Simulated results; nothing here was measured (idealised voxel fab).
This is a process module. Its name is voxel self aligned contacts.
For reference, the cross-section in this document is cut, with width 240 nm and square cells of 5 nm.
Cross-section, as written here: a square-cell grid given band by band from the top down, where a band holds one or more rows of cells.
Heights first: top, then bottom, in nm. Then materials, left to right, each with a width in nm. "full width" on a single material: fills the band edge to edge. "empty": empty space.
Height reference: 0 = level under which incoming wafer is all one material. Lowest band: no bottom, runs on downward, e.g. "0 and below".
It should be noted that a width expressed as "30 to 40" varies in equal increments from row to row of cells within the band, taking the value of the first number at the top row and that of the second number at the bottom row.
Where the words "no modifications" appear for a step, the cross-section shows no cell changed by that step; every cell remained as before.
What "Completely sealed voids" gives you is every empty space of 8 cells or more that is cut off from the top. Each appears as width x height at distance, with the distance taken from the left edge and width, height and distance all in nm.
Formally, on a step line, whatever follows the settings is a remark that the simulator itself makes on the step.
overlay nm: mask offset rightward from planned place, masked step; negative means leftward offset.

### Intended process steps
1) RECEIVE, material Si
2) OXIDIZE, depth nm 5
3) DIRECTIONAL_DEP, material polySi, thk nm 20
4) DIRECTIONAL_DEP, material SiN, thk nm 20
5) DIRECTIONAL_DEP, material aC, thk nm 15
6) PATTERN, tone cover, mask id GATE, material resist, width nm 30, pitch nm 70, thk nm 30, overlay nm 0
7) DIRECTIONAL_ETCH, etch materials aC, depth nm 15
8) STRIP, etch materials resist
9) DIRECTIONAL_ETCH, etch materials SiN, depth nm 20
10) DIRECTIONAL_ETCH, etch materials polySi, depth nm 20
11) STRIP, etch materials aC
12) CONFORMAL_DEP, material SiN, thk nm 10
13) DIRECTIONAL_ETCH, etch materials SiN, depth nm 10
14) FILL_DEP, material SiO2, thk nm 20
15) CMP, height nm 50
16) PATTERN, tone open, mask id CONTACT, material resist, width nm 50, thk nm 20, overlay nm 0
17) DIRECTIONAL_ETCH, etch materials SiO2, depth nm 55
18) STRIP, etch materials resist
19) CONFORMAL_DEP, material TiN, thk nm 5
20) FILL_DEP, material W, thk nm 10
21) CMP, height nm 50
22) CONFORMAL_DEP, material SiCN, thk nm 5

### Cross-section, incoming material, after step 1
  0 and below: Si full width
  Completely sealed voids: none

### Same starting wafer, same plan as above, one mistake in the execution; this is the cross-section at the end of the module
  55 down to 50: SiCN full width
  50 down to 40: 100 nm SiO2 / 5 to 15 nm TiN / 30 to 10 nm W / 5 to 15 nm TiN / 100 nm SiO2
  40 down to 20: 60 nm SiO2 / 50 nm SiN / 5 nm TiN / 10 nm W / 5 nm TiN / 50 nm SiN / 60 nm SiO2
  20 down to 0: 60 nm SiO2 / 10 nm SiN / 30 nm polySi / 10 nm SiN / 5 nm TiN / 10 nm W / 5 nm TiN / 10 nm SiN / 30 nm polySi / 10 nm SiN / 60 nm SiO2
  0 down to -5: 110 nm SiO2 / 20 nm TiN / 110 nm SiO2
  -5 and below: Si full width
  Completely sealed voids: none
Finding, execution versus plan: step 16 was processed under conditions differing from the plan, specifically as PATTERN, tone open, mask id CONTACT, material resist, width nm 40, thk nm 20, overlay nm 0
